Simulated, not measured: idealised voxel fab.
A process module follows: voxel self aligned contacts.
It is cross-section cut that appears here, measuring 195 nm in width, its square cells being 5 nm in size.
Cross-section format: a grid of square cells, given as bands from top to bottom; each band is one or more rows of cells. Quick guide to a band line: top height, bottom height (nm) up front; then every material left to right with its width in nm. Only one material and it's marked "full width"? Then it fills the band edge to edge. And "air" just means empty space. Height is counted from the level 0, under which the received wafer is composed throughout of one material. The lowest of the bands is not closed at the bottom but continues downward, in the notation "0 -> down". So if you see something like "30 to 40" for the width, read it as the top row of the band sitting at the first number and the bottom row at the second, with every row in between moving by the same amount as the last. Step marked "no alteration"? Then no cell in the cross-section changed in it. "Sealed void inventory" contains a list of empty spaces, each no smaller than 8 cells and without an open way to the top, written in the form width x height at distance with the distance from the left edge and all three in nm. If you see something after the settings on a step's line, that's the simulator's own remark about that step. overlay nm: on a step with a mask, how far right of its planned place the mask lay; negative means left.
-- Process steps - plan
1,op RECEIVE | material Si
2,op OXIDIZE | depth nm 5
3,op DIRECTIONAL_DEP | material polySi | thk nm 20
4,op DIRECTIONAL_DEP | material SiN | thk nm 20
5,op DIRECTIONAL_DEP | material aC | thk nm 15
6,op PATTERN | tone cover | mask id GATE | material resist | width nm 25 | pitch nm 65 | thk nm 30 | overlay nm 0
7,op DIRECTIONAL_ETCH | etch materials aC | depth nm 15
8,op STRIP | etch materials resist
9,op DIRECTIONAL_ETCH | etch materials SiN | depth nm 20
10,op DIRECTIONAL_ETCH | etch materials polySi | depth nm 20
11,op STRIP | etch materials aC
12,op CONFORMAL_DEP | material SiN | thk nm 10
13,op DIRECTIONAL_ETCH | etch materials SiN | depth nm 10
14,op FILL_DEP | material SiO2 | thk nm 20
15,op CMP | height nm 50
16,op PATTERN | tone open | mask id CONTACT | material resist | width nm 50 | pitch nm 65 | thk nm 20 | overlay nm 0
17,op DIRECTIONAL_ETCH | etch materials SiO2 | depth nm 55
18,op STRIP | etch materials resist
19,op CONFORMAL_DEP | material TiN | thk nm 5
20,op FILL_DEP | material Ru | thk nm 5
21,op CMP | height nm 50
22,op CONFORMAL_DEP | material SiCN | thk nm 5
-- Cross-section of the wafer as it came to us, i.e., already through step 1
    0 -> down  Si full width
    Sealed void inventory: none
-- End-of-module XS, first of two wafers, run as planned
    55 -> 50  SiCN full width
    50 -> 40  40 nm SiO2 | 5 to 20 nm TiN | 40 to 10 nm Ru | 5 to 20 nm TiN | 15 nm SiO2 | 5 to 20 nm TiN | 40 to 10 nm Ru | 5 to 20 nm TiN | 40 nm SiO2
    40 -> 20  10 nm SiO2 | 45 nm SiN | 5 nm TiN | 10 nm Ru | 5 nm TiN | 45 nm SiN | 5 nm TiN | 10 nm Ru | 5 nm TiN | 45 nm SiN | 10 nm SiO2
    20 -> 0  10 nm SiO2 | 10 nm SiN | 25 nm polySi | 10 nm SiN | 5 nm TiN | 10 nm Ru | 5 nm TiN | 10 nm SiN | 25 nm polySi | 10 nm SiN | 5 nm TiN | 10 nm Ru | 5 nm TiN | 10 nm SiN | 25 nm polySi | 10 nm SiN | 10 nm SiO2
    0 -> -5  55 nm SiO2 | 20 nm TiN | 45 nm SiO2 | 20 nm TiN | 55 nm SiO2
    -5 -> down  Si full width
    Sealed void inventory: none
-- So this is wafer number two of the two, cut at the end of the module - it started where the first did and had the same plan, we just got one thing wrong running it
    55 -> 50  SiCN full width
    50 -> 40  40 nm SiO2 | 5 to 20 nm TiN | 40 to 15 nm Ru | 5 to 15 nm TiN | 15 nm SiO2 | 5 to 20 nm TiN | 40 to 15 nm Ru | 5 to 15 nm TiN | 40 nm SiO2
    40 -> 20  15 nm SiO2 | 40 nm SiN | 5 nm TiN | 15 nm Ru | 5 nm TiN | 40 nm SiN | 5 nm TiN | 15 nm Ru | 5 nm TiN | 40 nm SiN | 10 nm SiO2
    20 -> 0  15 nm SiO2 | 10 nm SiN | 20 nm polySi | 10 nm SiN | 5 nm TiN | 15 nm Ru | 5 nm TiN | 10 nm SiN | 20 nm polySi | 10 nm SiN | 5 nm TiN | 15 nm Ru | 5 nm TiN | 10 nm SiN | 20 nm polySi | 10 nm SiN | 10 nm SiO2
    0 -> -5  55 nm SiO2 | 25 nm TiN | 40 nm SiO2 | 25 nm TiN | 50 nm SiO2
    -5 -> down  Si full width
    Sealed void inventory: none
It is concluded that the wafer was processed incorrectly with respect to the plan, in that step 6 ran with different settings than intended, the actual operation and settings being op PATTERN | tone cover | mask id GATE | material resist | width nm 20 | pitch nm 65 | thk nm 30 | overlay nm 0
Final difference in cells, second wafer against first, listed per material as more or fewer: Ru: 18 more, SiN: 12 fewer, SiO2: 6 more, polySi: 12 fewer
